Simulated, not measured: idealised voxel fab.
Process module heading - voxel wiring stack
Each square cell in cross-section cut measures 5 nm, and the section as a whole is 235 nm wide.
This document writes a cross-section as a grid whose cells are square, and gives it as bands, listed from the top down; one or more rows of cells form a band. In this notation a band is specified by the heights of its top and bottom, in that order and in nm, after which its materials appear from left to right, each paired with its width in nm. The word "everywhere" attached to a single material means that material fills the band from edge to edge; the word "air" stands for empty space. Height datum 0, below which the as-received substrate wafer is one material. Lowest band open at the bottom, running downward: "top 0, no bottom". Top row gets the first number, bottom row gets the second, and each row in between changes by the same step: that is how a band width like "30->40" works. "nothing altered" (step): cross-section cells unchanged, all of them. What "Unvented internal voids" gives you is every empty space of 8 cells or more that is cut off from the top. Each appears as width x height at distance, with the distance taken from the left edge and width, height and distance all in nm. Whatever follows a step's settings on its line is a remark the simulator itself makes about that step. overlay nm: mask offset rightward from planned place, masked step; negative means leftward offset.
Here's what the planned process steps look like:
- 1: RECEIVE, material Si
- 2: CONFORMAL_DEP, material SiO2, thk nm 15
- 3: DIRECTIONAL_DEP, material TiN, thk nm 5
- 4: DIRECTIONAL_DEP, material W, thk nm 20
- 5: DIRECTIONAL_DEP, material aC, thk nm 15
- 6: PATTERN, tone cover, mask id METAL_1, material resist, width nm 30, pitch nm 60, thk nm 30, overlay nm 0
- 7: DIRECTIONAL_ETCH, etch materials aC, depth nm 15
- 8: STRIP, etch materials resist
- 9: DIRECTIONAL_ETCH, etch materials W, depth nm 20
- 10: DIRECTIONAL_ETCH, etch materials TiN, depth nm 5
- 11: STRIP, etch materials aC
- 12: CONFORMAL_DEP, material SiCN, thk nm 5
- 13: FILL_DEP, material lowk, thk nm 10
- 14: CMP, height nm 40
- 15: CONFORMAL_DEP, material SiCN, thk nm 5
- 16: DIRECTIONAL_DEP, material SiO2, thk nm 20
- 17: MASKED_ETCH, tone open, mask id PLUG_1, width nm 15, pitch nm 120, etch materials SiO2, depth nm 20, overlay nm 0
- 18: MASKED_ETCH, tone open, mask id PLUG_1, width nm 15, pitch nm 120, etch materials SiCN, depth nm 5, overlay nm 0
- 19: CONFORMAL_DEP, material TiN, thk nm 5
- 20: FILL_DEP, material W, thk nm 5
- 21: CMP, height nm 65
- 22: CONFORMAL_DEP, material SiCN, thk nm 5
- 23: DIRECTIONAL_DEP, material SiO2, thk nm 15
- 24: PATTERN, tone open, mask id METAL_2, material resist, width nm 30, pitch nm 60, thk nm 20, overlay nm 0
- 25: DIRECTIONAL_ETCH, etch materials SiO2, depth nm 15
- 26: DIRECTIONAL_ETCH, etch materials SiCN, depth nm 5
- 27: STRIP, etch materials resist
- 28: CONFORMAL_DEP, material TiN, thk nm 5
- 29: FILL_DEP, material W, thk nm 5
- 30: CMP, height nm 85
- 31: CONFORMAL_DEP, material SiCN, thk nm 5
- 32: DIRECTIONAL_DEP, material SiO2, thk nm 10
- 33: MASKED_ETCH, tone open, mask id PLUG_2, width nm 15, pitch nm 60, etch materials SiO2, depth nm 10, overlay nm 0
- 34: MASKED_ETCH, tone open, mask id PLUG_2, width nm 15, pitch nm 60, etch materials SiCN, depth nm 5, overlay nm 0
- 35: CONFORMAL_DEP, material TiN, thk nm 5
- 36: FILL_DEP, material W, thk nm 5
- 37: CMP, height nm 100
- 38: DIRECTIONAL_DEP, material TiN, thk nm 5
- 39: DIRECTIONAL_DEP, material Ru, thk nm 25
- 40: MASKED_ETCH, tone cover, mask id METAL_3, width nm 30, pitch nm 60, etch materials Ru, depth nm 25, overlay nm 0
- 41: MASKED_ETCH, tone cover, mask id METAL_3, width nm 30, pitch nm 60, etch materials TiN, depth nm 5, overlay nm 0
- 42: CONFORMAL_DEP, material SiN, thk nm 5
- 43: FILL_DEP, material lowk, thk nm 5
- 44: CMP, height nm 130
- 45: CONFORMAL_DEP, material SiCN, thk nm 5
Cross-section of the wafer as it came to us, i.e., already through step 1:
* top 0, no bottom = Si everywhere
* Unvented internal voids: none
first wafer at the end, as planned:
* top 135, bottom 130 = SiCN everywhere
* top 130, bottom 105 = 35 lowk, then 5 SiN, then 30 Ru, then 5 SiN, then 20 lowk, then 5 SiN, then 30 Ru, then 5 SiN, then 20 lowk, then 5 SiN, then 30 Ru, then 5 SiN, then 40 lowk
* top 105, bottom 100 = 40 SiN, then 30 TiN, then 30 SiN, then 30 TiN, then 30 SiN, then 30 TiN, then 45 SiN
* top 100, bottom 90 = 40 SiO2, then 5 TiN, then 5 W, then 5 TiN, then 45 SiO2, then 5 TiN, then 5 W, then 5 TiN, then 45 SiO2, then 5 TiN, then 5 W, then 5 TiN, then 60 SiO2
* top 90, bottom 85 = 40 SiCN, then 15 TiN, then 45 SiCN, then 15 TiN, then 45 SiCN, then 15 TiN, then 60 SiCN
* top 85, bottom 70 = 40 SiO2, then 5 TiN, then 20 W, then 5 TiN, then 30 SiO2, then 5 TiN, then 20 W, then 5 TiN, then 30 SiO2, then 5 TiN, then 20 W, then 5 TiN, then 45 SiO2
* top 70, bottom 65 = 40 SiCN, then 30 TiN, then 30 SiCN, then 30 TiN, then 30 SiCN, then 30 TiN, then 45 SiCN
* top 65, bottom 45 = 40 SiO2, then 5 TiN, then 5 W, then 5 TiN, then 105 SiO2, then 5 TiN, then 5 W, then 5 TiN, then 60 SiO2
* top 45, bottom 40 = 40 SiCN, then 15 TiN, then 105 SiCN, then 15 TiN, then 60 SiCN
* top 40, bottom 20 = 35 lowk, then 5 SiCN, then 30 W, then 5 SiCN, then 20 lowk, then 5 SiCN, then 30 W, then 5 SiCN, then 20 lowk, then 5 SiCN, then 30 W, then 5 SiCN, then 40 lowk
* top 20, bottom 15 = 40 SiCN, then 30 TiN, then 30 SiCN, then 30 TiN, then 30 SiCN, then 30 TiN, then 45 SiCN
* top 15, bottom 0 = SiO2 everywhere
* top 0, no bottom = Si everywhere
* Unvented internal voids: none
Here is the second of the two wafers cut open at the end of the module - same start, same plan as the first one, but we made one mistake running it:
* top 135, bottom 130 = SiCN everywhere
* top 130, bottom 115 = 25 lowk, then 15 SiN, then 30 Ru, then 30 SiN, then 30 Ru, then 30 SiN, then 30 Ru, then 15 SiN, then 30 lowk
* top 115, bottom 105 = 40 SiN, then 30 Ru, then 30 SiN, then 30 Ru, then 30 SiN, then 30 Ru, then 45 SiN
* top 105, bottom 100 = 40 SiN, then 30 TiN, then 30 SiN, then 30 TiN, then 30 SiN, then 30 TiN, then 45 SiN
* top 100, bottom 90 = 40 SiO2, then 5 TiN, then 5 W, then 5 TiN, then 45 SiO2, then 5 TiN, then 5 W, then 5 TiN, then 45 SiO2, then 5 TiN, then 5 W, then 5 TiN, then 60 SiO2
* top 90, bottom 85 = 40 SiCN, then 15 TiN, then 45 SiCN, then 15 TiN, then 45 SiCN, then 15 TiN, then 60 SiCN
* top 85, bottom 70 = 40 SiO2, then 5 TiN, then 20 W, then 5 TiN, then 30 SiO2, then 5 TiN, then 20 W, then 5 TiN, then 30 SiO2, then 5 TiN, then 20 W, then 5 TiN, then 45 SiO2
* top 70, bottom 65 = 40 SiCN, then 30 TiN, then 30 SiCN, then 30 TiN, then 30 SiCN, then 30 TiN, then 45 SiCN
* top 65, bottom 45 = 40 SiO2, then 5 TiN, then 5 W, then 5 TiN, then 105 SiO2, then 5 TiN, then 5 W, then 5 TiN, then 60 SiO2
* top 45, bottom 40 = 40 SiCN, then 15 TiN, then 105 SiCN, then 15 TiN, then 60 SiCN
* top 40, bottom 20 = 35 lowk, then 5 SiCN, then 30 W, then 5 SiCN, then 20 lowk, then 5 SiCN, then 30 W, then 5 SiCN, then 20 lowk, then 5 SiCN, then 30 W, then 5 SiCN, then 40 lowk
* top 20, bottom 15 = 40 SiCN, then 30 TiN, then 30 SiCN, then 30 TiN, then 30 SiCN, then 30 TiN, then 45 SiCN
* top 15, bottom 0 = SiO2 everywhere
* top 0, no bottom = Si everywhere
* Unvented internal voids: none
Where did the run depart from the plan? the process deviated at step 42: the operation and settings actually run there were CONFORMAL_DEP, material SiN, thk nm 15
In the final state, the cell counts of the second wafer exceed or fall short of those of the first for the following materials: +82 SiN, -82 lowk
